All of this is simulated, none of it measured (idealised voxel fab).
process module | voxel ribs on slabs
cross-section cut | 195 nm wide | cells 5 nm
A cross-section is a grid of square cells, given in bands from the top down. A band is one or more rows of cells.
Each band's line starts with the height of the band's top and of its bottom, in nm. Then come its materials from left to right, each with its width in nm. One material with "throughout" fills the band from edge to edge. "air" is empty space.
Height 0 is the level under which the wafer as received is all one material. The lowest band goes on downwards, as in "0 down".
A width such as "30 to 40" changes by the same amount from each row of cells to the next, from the band's top row to its bottom row.
"no change" after a step means that no cell of the cross-section changed.
closed voids: empty space of 8 cells or more with no open way to the top, each as width x height at its distance from the left edge, in nm
after a step's settings: what the simulator itself notes on the step
overlay nm, on a step with a mask: how far to the right of its planned place the mask lay; to the left if negative
plan
1 op RECEIVE | material Si
2 op DIRECTIONAL_DEP | material SiO2 | thk nm 25
3 op DIRECTIONAL_DEP | material SiN | thk nm 20
4 op PATTERN | tone cover | mask id RIB | material resist | width nm 25 | thk nm 15 | overlay nm 0
5 op DIRECTIONAL_ETCH | etch materials SiN | depth nm 5
6 op STRIP | etch materials resist
7 op MASKED_ETCH | tone cover | mask id SLAB | width nm 85 | etch materials SiN | depth nm 15 | overlay nm 0
8 op FILL_DEP | material SiO2 | thk nm 20
9 op CMP | height nm 60
10 op DIRECTIONAL_DEP | material W | thk nm 10
11 op DIRECTIONAL_DEP | material aC | thk nm 10
12 op PATTERN | tone cover | mask id HEATER | material resist | width nm 35 | thk nm 30 | overlay nm 0
13 op DIRECTIONAL_ETCH | etch materials aC | depth nm 10
14 op STRIP | etch materials resist
15 op DIRECTIONAL_ETCH | etch materials W | depth nm 10
16 op STRIP | etch materials aC
17 op CONFORMAL_DEP | material SiO2 | thk nm 10
as received, after step 1
  0 down: Si throughout
  closed voids: none
a wafer at the end: this start, this plan, one mistake
  80 to 70: air 70 | SiO2 55 | air 70
  70 to 60: SiO2 80 | W 35 | SiO2 80
  60 to 40: SiO2 throughout
  40 to 35: SiO2 85 | SiN 25 | SiO2 85
  35 to 20: SiO2 55 | SiN 85 | SiO2 55
  20 to 0: SiO2 throughout
  0 down: Si throughout
  closed voids: none
what went wrong: step 2 ran as: op DIRECTIONAL_DEP | material SiO2 | thk nm 20
